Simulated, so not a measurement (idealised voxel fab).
The following process module bears the name voxel ribs on slabs.
Xsec cut, 165 nm wide, square cell size 5 nm.
We lay out every cross-section as a grid of square cells and spell it out in bands from the top down, where one band means one or more rows of cells. The entry gives the band's vertical extent as a top height and a bottom height in nm, then its horizontal make-up as materials from left to right, each with a width in nm. "empty" stands for empty space; a single material marked "edge to edge" fills the band edge to edge. Heights are measured from 0, the level below which the as-received wafer is all one material; the lowest band has no bottom and continues downward, written as in "0 -> down". You'd read "30 to 40" like this: the band's top row of cells is as wide as the first number, its bottom row is as wide as the second, and going down, every row changes width by the same amount as the row before did. "changes: none" (step): cross-section cells unchanged, all of them. Reported under the label "Sealed internal voids" are the empty spaces having no open way to the top and comprising 8 cells or more; the notation for each is width x height at distance, in which the distance is measured from the left edge and all three values are in nm. If you see something after the settings on a step's line, that's the simulator's own remark about that step. "overlay nm" on a masked step: distance the mask lay right of its planned place, negative for left.

### Process steps - plan
1: RECEIVE, material Si
2: DIRECTIONAL_DEP, material SiO2, thk nm 20
3: DIRECTIONAL_DEP, material polySi, thk nm 20
4: PATTERN, tone cover, mask id RIB, material resist, width nm 15, thk nm 15, overlay nm 0
5: DIRECTIONAL_ETCH, etch materials polySi, depth nm 15
6: STRIP, etch materials resist
7: DIRECTIONAL_DEP, material aC, thk nm 15
8: PATTERN, tone cover, mask id SLAB, material resist, width nm 55, thk nm 30, overlay nm 0
9: DIRECTIONAL_ETCH, etch materials aC, depth nm 15
10: STRIP, etch materials resist
11: DIRECTIONAL_ETCH, etch materials polySi, depth nm 5
12: STRIP, etch materials aC
13: FILL_DEP, material SiO2, thk nm 30
14: CMP, height nm 60
15: DIRECTIONAL_DEP, material W, thk nm 5
16: DIRECTIONAL_DEP, material aC, thk nm 15
17: PATTERN, tone cover, mask id HEATER, material resist, width nm 25, thk nm 35, overlay nm 0
18: DIRECTIONAL_ETCH, etch materials aC, depth nm 15
19: STRIP, etch materials resist
20: DIRECTIONAL_ETCH, etch materials W, depth nm 5
21: STRIP, etch materials aC
22: CONFORMAL_DEP, material SiO2, thk nm 5

### First of two wafers, processed according to plan

### As-received state of the wafer in cross-section, equivalent to post-step 1
* 0 -> down  Si edge to edge
* Sealed internal voids: none

### Cross-section through the wafer, step 2 finished
* 20 -> 0  SiO2 edge to edge
* No changes below 0.

### Cross-section through the wafer, step 3 finished
* 40 -> 20  polySi edge to edge
* No changes below 20.

### Cross-section through the wafer, step 4 finished
* 55 -> 40  empty (75), resist (15), empty (75)
* No changes below 40.

### Cross-section through the wafer, step 5 finished
* 55 -> 40  empty (75), resist (15), empty (75)
* 40 -> 25  empty (75), polySi (15), empty (75)
* No changes below 25.

### Cross-section through the wafer, step 6 finished
* 40 -> 25  empty (75), polySi (15), empty (75)
* No changes below 25.

### Cross-section through the wafer, step 7 finished
* 55 -> 40  empty (75), aC (15), empty (75)
* 40 -> 25  aC (75), polySi (15), aC (75)
* No changes below 25.

### Cross-section through the wafer, step 8 finished
* 85 -> 55  empty (55), resist (55), empty (55)
* 55 -> 40  empty (55), resist (20), aC (15), resist (20), empty (55)
* No changes below 40.

### Cross-section through the wafer, step 9 finished
* 70 -> 55  empty (55), resist (55), empty (55)
* 55 -> 40  empty (55), resist (20), aC (15), resist (20), empty (55)
* 40 -> 25  empty (55), aC (20), polySi (15), aC (20), empty (55)
* No changes below 25.

### Cross-section through the wafer, step 10 finished
* 55 -> 40  empty (75), aC (15), empty (75)
* No changes below 40.

### Cross-section through the wafer, step 11 finished
* 55 -> 40  empty (75), aC (15), empty (75)
* 40 -> 25  empty (55), aC (20), polySi (15), aC (20), empty (55)
* 25 -> 20  empty (55), polySi (55), empty (55)
* No changes below 20.

### Cross-section through the wafer, step 12 finished
* 40 -> 25  empty (75), polySi (15), empty (75)
* No changes below 25.

### Cross-section through the wafer, step 13 finished
* 70 -> 40  SiO2 edge to edge
* 40 -> 25  SiO2 (75), polySi (15), SiO2 (75)
* 25 -> 20  SiO2 (55), polySi (55), SiO2 (55)
* No changes below 20.

### Cross-section through the wafer, step 14 finished
* 60 -> 40  SiO2 edge to edge
* No changes below 40.

### Cross-section through the wafer, step 15 finished
* 65 -> 60  W edge to edge
* No changes below 60.

### Cross-section through the wafer, step 16 finished
* 80 -> 65  aC edge to edge
* No changes below 65.

### Cross-section through the wafer, step 17 finished
* 115 -> 80  empty (70), resist (25), empty (70)
* No changes below 80.

### Cross-section through the wafer, step 18 finished
* 100 -> 80  empty (70), resist (25), empty (70)
* 80 -> 65  empty (70), aC (25), empty (70)
* No changes below 65.

### Cross-section through the wafer, step 19 finished
* 80 -> 65  empty (70), aC (25), empty (70)
* No changes below 65.

### Cross-section through the wafer, step 20 finished
* 80 -> 65  empty (70), aC (25), empty (70)
* 65 -> 60  empty (70), W (25), empty (70)
* No changes below 60.

### Cross-section through the wafer, step 21 finished
* 65 -> 60  empty (70), W (25), empty (70)
* No changes below 60.

### Cross-section through the wafer, step 22 finished
* 70 -> 65  empty (65), SiO2 (35), empty (65)
* 65 -> 60  SiO2 (70), W (25), SiO2 (70)
* No changes below 60.

### Second Wafer (Identical Start and Plan, One Processing Error; Matches First Wafer Through Step 16)

### Second wafer shown in cross-section at the time step 17 was slated to end
* 115 -> 80  empty (65), resist (25), empty (75)
* No changes below 80.

### Second wafer shown in cross-section at the time step 18 was slated to end
* 100 -> 80  empty (65), resist (25), empty (75)
* 80 -> 65  empty (65), aC (25), empty (75)
* No changes below 65.

### Second wafer shown in cross-section at the time step 19 was slated to end
* 80 -> 65  empty (65), aC (25), empty (75)
* No changes below 65.

### Second wafer shown in cross-section at the time step 20 was slated to end
* 80 -> 65  empty (65), aC (25), empty (75)
* 65 -> 60  empty (65), W (25), empty (75)
* No changes below 60.

### Second wafer shown in cross-section at the time step 21 was slated to end
* 65 -> 60  empty (65), W (25), empty (75)
* No changes below 60.

### Second wafer shown in cross-section at the time step 22 was slated to end
* 70 -> 65  empty (60), SiO2 (35), empty (70)
* 65 -> 60  SiO2 (65), W (25), SiO2 (75)
* No changes below 60.
So what did we get wrong on this run? note that step 17 departed from the planned setting and was carried out as PATTERN, tone cover, mask id HEATER, material resist, width nm 25, thk nm 35, overlay nm -5
Tallied in cells, the final second wafer holds each material in the same quantity as the first, although not at the same places.
